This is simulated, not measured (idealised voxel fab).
The process module presented herein is designated voxel gate over fins.
The cross-section shown here is cut; it is 280 nm wide and divided into square cells measuring 5 nm on a side.
Cross-section = grid of square cells, listed top down in bands; band = one or more rows.
Band entry format. Leading values: height of top, height of bottom, nm. Remainder: materials in left-to-right order, each with its width in nm. Special words: "all across" on a single material, which then fills the band edge to edge; "air", empty space.
Beneath 0, the wafer as received is one material, and that level is where height counting begins. The lowest band goes on downward without a bottom; it is written like "0 -> down".
With a width like "30 to 40", each row of cells in the band differs from the next by the same amount, the top row carrying the first number and the bottom row the second.
For the purposes of this document, the phrase "remained the same" attached to a step denotes that no cell within the cross-section was modified by that step.
The list in "Closed void entries" covers empty spaces of 8 cells or more that cannot reach the top through any open way, and it gives each as width x height at distance; the distance is from the left edge, and width, height and distance are in nm.
Past the settings on a step's line: simulator remark, on that step.
A step line may carry the setting "overlay nm", which, for steps involving a mask, states the distance by which the mask lay to the right of its intended position; negative values denote displacement to the left.
The planned process steps are enumerated hereunder
1 RECEIVE [material Si]
2 CONFORMAL_DEP [material SiN] [thk nm 5]
3 DIRECTIONAL_DEP [material aC] [thk nm 10]
4 PATTERN [tone cover] [mask id FINS] [material resist] [width nm 15] [pitch nm 45] [thk nm 25] [overlay nm 0]
5 DIRECTIONAL_ETCH [etch materials aC] [depth nm 10]
6 STRIP [etch materials resist]
7 DIRECTIONAL_ETCH [etch materials SiN] [depth nm 5]
8 DIRECTIONAL_ETCH [etch materials Si] [depth nm 30]
9 STRIP [etch materials aC]
10 FILL_DEP [material SiO2] [thk nm 10]
11 CMP [height nm 5]
12 SELECTIVE_ETCH [etch materials SiO2] [depth nm 20]
13 STRIP [etch materials SiN]
14 CONFORMAL_DEP [material HfO2] [thk nm 5]
15 CONFORMAL_DEP [material TiN] [thk nm 5]
16 CONFORMAL_DEP [material TiAl] [thk nm 5]
17 CONFORMAL_DEP [material TiN] [thk nm 5]
18 FILL_DEP [material W] [thk nm 10]
19 CMP [height nm 25]
20 CONFORMAL_DEP [material SiCN] [thk nm 10]
Account of the first of two wafers, which was processed as intended
Here's what the wafer looked like in cross-section when it arrived - that's after step 1
    0 -> down = Si all across
    Closed void entries: none
State of the wafer after step 2, shown in cross-section
    5 -> 0 = SiN all across
    Under the height 0 nothing was changed.
State of the wafer after step 3, shown in cross-section
    15 -> 5 = aC all across
    Under the height 5 nothing was changed.
State of the wafer after step 4, shown in cross-section
    40 -> 15 = 65 nm air / 15 nm resist / 30 nm air / 15 nm resist / 30 nm air / 15 nm resist / 30 nm air / 15 nm resist / 65 nm air
    Under the height 15 nothing was changed.
State of the wafer after step 5, shown in cross-section
    30 -> 15 = 65 nm air / 15 nm resist / 30 nm air / 15 nm resist / 30 nm air / 15 nm resist / 30 nm air / 15 nm resist / 65 nm air
    15 -> 5 = 65 nm air / 15 nm aC / 30 nm air / 15 nm aC / 30 nm air / 15 nm aC / 30 nm air / 15 nm aC / 65 nm air
    Under the height 5 nothing was changed.
State of the wafer after step 6, shown in cross-section
    15 -> 5 = 65 nm air / 15 nm aC / 30 nm air / 15 nm aC / 30 nm air / 15 nm aC / 30 nm air / 15 nm aC / 65 nm air
    Under the height 5 nothing was changed.
State of the wafer after step 7, shown in cross-section
    15 -> 5 = 65 nm air / 15 nm aC / 30 nm air / 15 nm aC / 30 nm air / 15 nm aC / 30 nm air / 15 nm aC / 65 nm air
    5 -> 0 = 65 nm air / 15 nm SiN / 30 nm air / 15 nm SiN / 30 nm air / 15 nm SiN / 30 nm air / 15 nm SiN / 65 nm air
    Under the height 0 nothing was changed.
State of the wafer after step 8, shown in cross-section
    15 -> 5 = 65 nm air / 15 nm aC / 30 nm air / 15 nm aC / 30 nm air / 15 nm aC / 30 nm air / 15 nm aC / 65 nm air
    5 -> 0 = 65 nm air / 15 nm SiN / 30 nm air / 15 nm SiN / 30 nm air / 15 nm SiN / 30 nm air / 15 nm SiN / 65 nm air
    0 -> -30 = 65 nm air / 15 nm Si / 30 nm air / 15 nm Si / 30 nm air / 15 nm Si / 30 nm air / 15 nm Si / 65 nm air
    Under the height -30 nothing was changed.
State of the wafer after step 9, shown in cross-section
    5 -> 0 = 65 nm air / 15 nm SiN / 30 nm air / 15 nm SiN / 30 nm air / 15 nm SiN / 30 nm air / 15 nm SiN / 65 nm air
    Under the height 0 nothing was changed.
State of the wafer after step 10, shown in cross-section
    15 -> 5 = SiO2 all across
    5 -> 0 = 65 nm SiO2 / 15 nm SiN / 30 nm SiO2 / 15 nm SiN / 30 nm SiO2 / 15 nm SiN / 30 nm SiO2 / 15 nm SiN / 65 nm SiO2
    0 -> -30 = 65 nm SiO2 / 15 nm Si / 30 nm SiO2 / 15 nm Si / 30 nm SiO2 / 15 nm Si / 30 nm SiO2 / 15 nm Si / 65 nm SiO2
    Under the height -30 nothing was changed.
State of the wafer after step 11, shown in cross-section
    5 -> 0 = 65 nm SiO2 / 15 nm SiN / 30 nm SiO2 / 15 nm SiN / 30 nm SiO2 / 15 nm SiN / 30 nm SiO2 / 15 nm SiN / 65 nm SiO2
    Under the height 0 nothing was changed.
State of the wafer after step 12, shown in cross-section
    5 -> 0 = 65 nm air / 15 nm SiN / 30 nm air / 15 nm SiN / 30 nm air / 15 nm SiN / 30 nm air / 15 nm SiN / 65 nm air
    0 -> -15 = 65 nm air / 15 nm Si / 30 nm air / 15 nm Si / 30 nm air / 15 nm Si / 30 nm air / 15 nm Si / 65 nm air
    Under the height -15 nothing was changed.
State of the wafer after step 13, shown in cross-section
    0 -> -15 = 65 nm air / 15 nm Si / 30 nm air / 15 nm Si / 30 nm air / 15 nm Si / 30 nm air / 15 nm Si / 65 nm air
    Under the height -15 nothing was changed.
State of the wafer after step 14, shown in cross-section
    5 -> 0 = 60 nm air / 25 nm HfO2 / 20 nm air / 25 nm HfO2 / 20 nm air / 25 nm HfO2 / 20 nm air / 25 nm HfO2 / 60 nm air
    0 -> -10 = 60 nm air / 5 nm HfO2 / 15 nm Si / 5 nm HfO2 / 20 nm air / 5 nm HfO2 / 15 nm Si / 5 nm HfO2 / 20 nm air / 5 nm HfO2 / 15 nm Si / 5 nm HfO2 / 20 nm air / 5 nm HfO2 / 15 nm Si / 5 nm HfO2 / 60 nm air
    -10 -> -15 = 65 nm HfO2 / 15 nm Si / 30 nm HfO2 / 15 nm Si / 30 nm HfO2 / 15 nm Si / 30 nm HfO2 / 15 nm Si / 65 nm HfO2
    Under the height -15 nothing was changed.
State of the wafer after step 15, shown in cross-section
    10 -> 5 = 55 nm air / 35 nm TiN / 10 nm air / 35 nm TiN / 10 nm air / 35 nm TiN / 10 nm air / 35 nm TiN / 55 nm air
    5 -> 0 = 55 nm air / 5 nm TiN / 25 nm HfO2 / 5 nm TiN / 10 nm air / 5 nm TiN / 25 nm HfO2 / 5 nm TiN / 10 nm air / 5 nm TiN / 25 nm HfO2 / 5 nm TiN / 10 nm air / 5 nm TiN / 25 nm HfO2 / 5 nm TiN / 55 nm air
    0 -> -5 = 55 nm air / 5 nm TiN / 5 nm HfO2 / 15 nm Si / 5 nm HfO2 / 5 nm TiN / 10 nm air / 5 nm TiN / 5 nm HfO2 / 15 nm Si / 5 nm HfO2 / 5 nm TiN / 10 nm air / 5 nm TiN / 5 nm HfO2 / 15 nm Si / 5 nm HfO2 / 5 nm TiN / 10 nm air / 5 nm TiN / 5 nm HfO2 / 15 nm Si / 5 nm HfO2 / 5 nm TiN / 55 nm air
    -5 -> -10 = 60 nm TiN / 5 nm HfO2 / 15 nm Si / 5 nm HfO2 / 20 nm TiN / 5 nm HfO2 / 15 nm Si / 5 nm HfO2 / 20 nm TiN / 5 nm HfO2 / 15 nm Si / 5 nm HfO2 / 20 nm TiN / 5 nm HfO2 / 15 nm Si / 5 nm HfO2 / 60 nm TiN
    Under the height -10 nothing was changed.
State of the wafer after step 16, shown in cross-section
    15 -> 10 = 50 nm air / 180 nm TiAl / 50 nm air
    10 -> 5 = 50 nm air / 5 nm TiAl / 35 nm TiN / 10 nm TiAl / 35 nm TiN / 10 nm TiAl / 35 nm TiN / 10 nm TiAl / 35 nm TiN / 5 nm TiAl / 50 nm air
    5 -> 0 = 50 nm air / 5 nm TiAl / 5 nm TiN / 25 nm HfO2 / 5 nm TiN / 10 nm TiAl / 5 nm TiN / 25 nm HfO2 / 5 nm TiN / 10 nm TiAl / 5 nm TiN / 25 nm HfO2 / 5 nm TiN / 10 nm TiAl / 5 nm TiN / 25 nm HfO2 / 5 nm TiN / 5 nm TiAl / 50 nm air
    0 -> -5 = 55 nm TiAl / 5 nm TiN / 5 nm HfO2 / 15 nm Si / 5 nm HfO2 / 5 nm TiN / 10 nm TiAl / 5 nm TiN / 5 nm HfO2 / 15 nm Si / 5 nm HfO2 / 5 nm TiN / 10 nm TiAl / 5 nm TiN / 5 nm HfO2 / 15 nm Si / 5 nm HfO2 / 5 nm TiN / 10 nm TiAl / 5 nm TiN / 5 nm HfO2 / 15 nm Si / 5 nm HfO2 / 5 nm TiN / 55 nm TiAl
    Under the height -5 nothing was changed.
State of the wafer after step 17, shown in cross-section
    20 -> 15 = 45 nm air / 190 nm TiN / 45 nm air
    15 -> 10 = 45 nm air / 5 nm TiN / 180 nm TiAl / 5 nm TiN / 45 nm air
    10 -> 5 = 45 nm air / 5 nm TiN / 5 nm TiAl / 35 nm TiN / 10 nm TiAl / 35 nm TiN / 10 nm TiAl / 35 nm TiN / 10 nm TiAl / 35 nm TiN / 5 nm TiAl / 5 nm TiN / 45 nm air
    5 -> 0 = 50 nm TiN / 5 nm TiAl / 5 nm TiN / 25 nm HfO2 / 5 nm TiN / 10 nm TiAl / 5 nm TiN / 25 nm HfO2 / 5 nm TiN / 10 nm TiAl / 5 nm TiN / 25 nm HfO2 / 5 nm TiN / 10 nm TiAl / 5 nm TiN / 25 nm HfO2 / 5 nm TiN / 5 nm TiAl / 50 nm TiN
    Under the height 0 nothing was changed.
State of the wafer after step 18, shown in cross-section
    30 -> 20 = W all across
    20 -> 15 = 45 nm W / 190 nm TiN / 45 nm W
    15 -> 10 = 45 nm W / 5 nm TiN / 180 nm TiAl / 5 nm TiN / 45 nm W
    10 -> 5 = 45 nm W / 5 nm TiN / 5 nm TiAl / 35 nm TiN / 10 nm TiAl / 35 nm TiN / 10 nm TiAl / 35 nm TiN / 10 nm TiAl / 35 nm TiN / 5 nm TiAl / 5 nm TiN / 45 nm W
    Under the height 5 nothing was changed.
State of the wafer after step 19, shown in cross-section
    25 -> 20 = W all across
    Under the height 20 nothing was changed.
State of the wafer after step 20, shown in cross-section
    35 -> 25 = SiCN all across
    Under the height 25 nothing was changed.
The remaining wafer, second of the two, started like the first and was run to the same plan, except that one mistake was made along the way; the two coincide through step 3, inclusive
Cross-section of the second wafer at the time by which step 4 should have been completed according to the plan
    40 -> 15 = 65 nm air / 20 nm resist / 25 nm air / 20 nm resist / 25 nm air / 20 nm resist / 25 nm air / 20 nm resist / 60 nm air
    Under the height 15 nothing was changed.
Cross-section of the second wafer at the time by which step 5 should have been completed according to the plan
    30 -> 15 = 65 nm air / 20 nm resist / 25 nm air / 20 nm resist / 25 nm air / 20 nm resist / 25 nm air / 20 nm resist / 60 nm air
    15 -> 5 = 65 nm air / 20 nm aC / 25 nm air / 20 nm aC / 25 nm air / 20 nm aC / 25 nm air / 20 nm aC / 60 nm air
    Under the height 5 nothing was changed.
Cross-section of the second wafer at the time by which step 6 should have been completed according to the plan
    15 -> 5 = 65 nm air / 20 nm aC / 25 nm air / 20 nm aC / 25 nm air / 20 nm aC / 25 nm air / 20 nm aC / 60 nm air
    Under the height 5 nothing was changed.
Cross-section of the second wafer at the time by which step 7 should have been completed according to the plan
    15 -> 5 = 65 nm air / 20 nm aC / 25 nm air / 20 nm aC / 25 nm air / 20 nm aC / 25 nm air / 20 nm aC / 60 nm air
    5 -> 0 = 65 nm air / 20 nm SiN / 25 nm air / 20 nm SiN / 25 nm air / 20 nm SiN / 25 nm air / 20 nm SiN / 60 nm air
    Under the height 0 nothing was changed.
Cross-section of the second wafer at the time by which step 8 should have been completed according to the plan
    15 -> 5 = 65 nm air / 20 nm aC / 25 nm air / 20 nm aC / 25 nm air / 20 nm aC / 25 nm air / 20 nm aC / 60 nm air
    5 -> 0 = 65 nm air / 20 nm SiN / 25 nm air / 20 nm SiN / 25 nm air / 20 nm SiN / 25 nm air / 20 nm SiN / 60 nm air
    0 -> -30 = 65 nm air / 20 nm Si / 25 nm air / 20 nm Si / 25 nm air / 20 nm Si / 25 nm air / 20 nm Si / 60 nm air
    Under the height -30 nothing was changed.
Cross-section of the second wafer at the time by which step 9 should have been completed according to the plan
    5 -> 0 = 65 nm air / 20 nm SiN / 25 nm air / 20 nm SiN / 25 nm air / 20 nm SiN / 25 nm air / 20 nm SiN / 60 nm air
    Under the height 0 nothing was changed.
Cross-section of the second wafer at the time by which step 10 should have been completed according to the plan
    15 -> 5 = SiO2 all across
    5 -> 0 = 65 nm SiO2 / 20 nm SiN / 25 nm SiO2 / 20 nm SiN / 25 nm SiO2 / 20 nm SiN / 25 nm SiO2 / 20 nm SiN / 60 nm SiO2
    0 -> -30 = 65 nm SiO2 / 20 nm Si / 25 nm SiO2 / 20 nm Si / 25 nm SiO2 / 20 nm Si / 25 nm SiO2 / 20 nm Si / 60 nm SiO2
    Under the height -30 nothing was changed.
Cross-section of the second wafer at the time by which step 11 should have been completed according to the plan
    5 -> 0 = 65 nm SiO2 / 20 nm SiN / 25 nm SiO2 / 20 nm SiN / 25 nm SiO2 / 20 nm SiN / 25 nm SiO2 / 20 nm SiN / 60 nm SiO2
    Under the height 0 nothing was changed.
Cross-section of the second wafer at the time by which step 12 should have been completed according to the plan
    5 -> 0 = 65 nm air / 20 nm SiN / 25 nm air / 20 nm SiN / 25 nm air / 20 nm SiN / 25 nm air / 20 nm SiN / 60 nm air
    0 -> -15 = 65 nm air / 20 nm Si / 25 nm air / 20 nm Si / 25 nm air / 20 nm Si / 25 nm air / 20 nm Si / 60 nm air
    Under the height -15 nothing was changed.
Cross-section of the second wafer at the time by which step 13 should have been completed according to the plan
    0 -> -15 = 65 nm air / 20 nm Si / 25 nm air / 20 nm Si / 25 nm air / 20 nm Si / 25 nm air / 20 nm Si / 60 nm air
    Under the height -15 nothing was changed.
Cross-section of the second wafer at the time by which step 14 should have been completed according to the plan
    5 -> 0 = 60 nm air / 30 nm HfO2 / 15 nm air / 30 nm HfO2 / 15 nm air / 30 nm HfO2 / 15 nm air / 30 nm HfO2 / 55 nm air
    0 -> -10 = 60 nm air / 5 nm HfO2 / 20 nm Si / 5 nm HfO2 / 15 nm air / 5 nm HfO2 / 20 nm Si / 5 nm HfO2 / 15 nm air / 5 nm HfO2 / 20 nm Si / 5 nm HfO2 / 15 nm air / 5 nm HfO2 / 20 nm Si / 5 nm HfO2 / 55 nm air
    -10 -> -15 = 65 nm HfO2 / 20 nm Si / 25 nm HfO2 / 20 nm Si / 25 nm HfO2 / 20 nm Si / 25 nm HfO2 / 20 nm Si / 60 nm HfO2
    Under the height -15 nothing was changed.
Cross-section of the second wafer at the time by which step 15 should have been completed according to the plan
    10 -> 5 = 55 nm air / 40 nm TiN / 5 nm air / 40 nm TiN / 5 nm air / 40 nm TiN / 5 nm air / 40 nm TiN / 50 nm air
    5 -> 0 = 55 nm air / 5 nm TiN / 30 nm HfO2 / 5 nm TiN / 5 nm air / 5 nm TiN / 30 nm HfO2 / 5 nm TiN / 5 nm air / 5 nm TiN / 30 nm HfO2 / 5 nm TiN / 5 nm air / 5 nm TiN / 30 nm HfO2 / 5 nm TiN / 50 nm air
    0 -> -5 = 55 nm air / 5 nm TiN / 5 nm HfO2 / 20 nm Si / 5 nm HfO2 / 5 nm TiN / 5 nm air / 5 nm TiN / 5 nm HfO2 / 20 nm Si / 5 nm HfO2 / 5 nm TiN / 5 nm air / 5 nm TiN / 5 nm HfO2 / 20 nm Si / 5 nm HfO2 / 5 nm TiN / 5 nm air / 5 nm TiN / 5 nm HfO2 / 20 nm Si / 5 nm HfO2 / 5 nm TiN / 50 nm air
    -5 -> -10 = 60 nm TiN / 5 nm HfO2 / 20 nm Si / 5 nm HfO2 / 15 nm TiN / 5 nm HfO2 / 20 nm Si / 5 nm HfO2 / 15 nm TiN / 5 nm HfO2 / 20 nm Si / 5 nm HfO2 / 15 nm TiN / 5 nm HfO2 / 20 nm Si / 5 nm HfO2 / 55 nm TiN
    Under the height -10 nothing was changed.
Cross-section of the second wafer at the time by which step 16 should have been completed according to the plan
    15 -> 10 = 50 nm air / 185 nm TiAl / 45 nm air
    10 -> 5 = 50 nm air / 5 nm TiAl / 40 nm TiN / 5 nm TiAl / 40 nm TiN / 5 nm TiAl / 40 nm TiN / 5 nm TiAl / 40 nm TiN / 5 nm TiAl / 45 nm air
    5 -> 0 = 50 nm air / 5 nm TiAl / 5 nm TiN / 30 nm HfO2 / 5 nm TiN / 5 nm TiAl / 5 nm TiN / 30 nm HfO2 / 5 nm TiN / 5 nm TiAl / 5 nm TiN / 30 nm HfO2 / 5 nm TiN / 5 nm TiAl / 5 nm TiN / 30 nm HfO2 / 5 nm TiN / 5 nm TiAl / 45 nm air
    0 -> -5 = 55 nm TiAl / 5 nm TiN / 5 nm HfO2 / 20 nm Si / 5 nm HfO2 / 5 nm TiN / 5 nm TiAl / 5 nm TiN / 5 nm HfO2 / 20 nm Si / 5 nm HfO2 / 5 nm TiN / 5 nm TiAl / 5 nm TiN / 5 nm HfO2 / 20 nm Si / 5 nm HfO2 / 5 nm TiN / 5 nm TiAl / 5 nm TiN / 5 nm HfO2 / 20 nm Si / 5 nm HfO2 / 5 nm TiN / 50 nm TiAl
    Under the height -5 nothing was changed.
Cross-section of the second wafer at the time by which step 17 should have been completed according to the plan
    20 -> 15 = 45 nm air / 195 nm TiN / 40 nm air
    15 -> 10 = 45 nm air / 5 nm TiN / 185 nm TiAl / 5 nm TiN / 40 nm air
    10 -> 5 = 45 nm air / 5 nm TiN / 5 nm TiAl / 40 nm TiN / 5 nm TiAl / 40 nm TiN / 5 nm TiAl / 40 nm TiN / 5 nm TiAl / 40 nm TiN / 5 nm TiAl / 5 nm TiN / 40 nm air
    5 -> 0 = 50 nm TiN / 5 nm TiAl / 5 nm TiN / 30 nm HfO2 / 5 nm TiN / 5 nm TiAl / 5 nm TiN / 30 nm HfO2 / 5 nm TiN / 5 nm TiAl / 5 nm TiN / 30 nm HfO2 / 5 nm TiN / 5 nm TiAl / 5 nm TiN / 30 nm HfO2 / 5 nm TiN / 5 nm TiAl / 45 nm TiN
    Under the height 0 nothing was changed.
Cross-section of the second wafer at the time by which step 18 should have been completed according to the plan
    30 -> 20 = W all across
    20 -> 15 = 45 nm W / 195 nm TiN / 40 nm W
    15 -> 10 = 45 nm W / 5 nm TiN / 185 nm TiAl / 5 nm TiN / 40 nm W
    10 -> 5 = 45 nm W / 5 nm TiN / 5 nm TiAl / 40 nm TiN / 5 nm TiAl / 40 nm TiN / 5 nm TiAl / 40 nm TiN / 5 nm TiAl / 40 nm TiN / 5 nm TiAl / 5 nm TiN / 40 nm W
    Under the height 5 nothing was changed.
Cross-section of the second wafer at the time by which step 19 should have been completed according to the plan
    25 -> 20 = W all across
    Under the height 20 nothing was changed.
Cross-section of the second wafer at the time by which step 20 should have been completed according to the plan
    35 -> 25 = SiCN all across
    Under the height 25 nothing was changed.
The plan and the run diverged here: step 4, actual vs plan mismatch, actual run PATTERN [tone cover] [mask id FINS] [material resist] [width nm 20] [pitch nm 45] [thk nm 25] [overlay nm 0]
Wafer comparison, final, in cells, second relative to first, materials more or fewer: +24 Si, -12 SiO2, -9 TiAl, -3 W
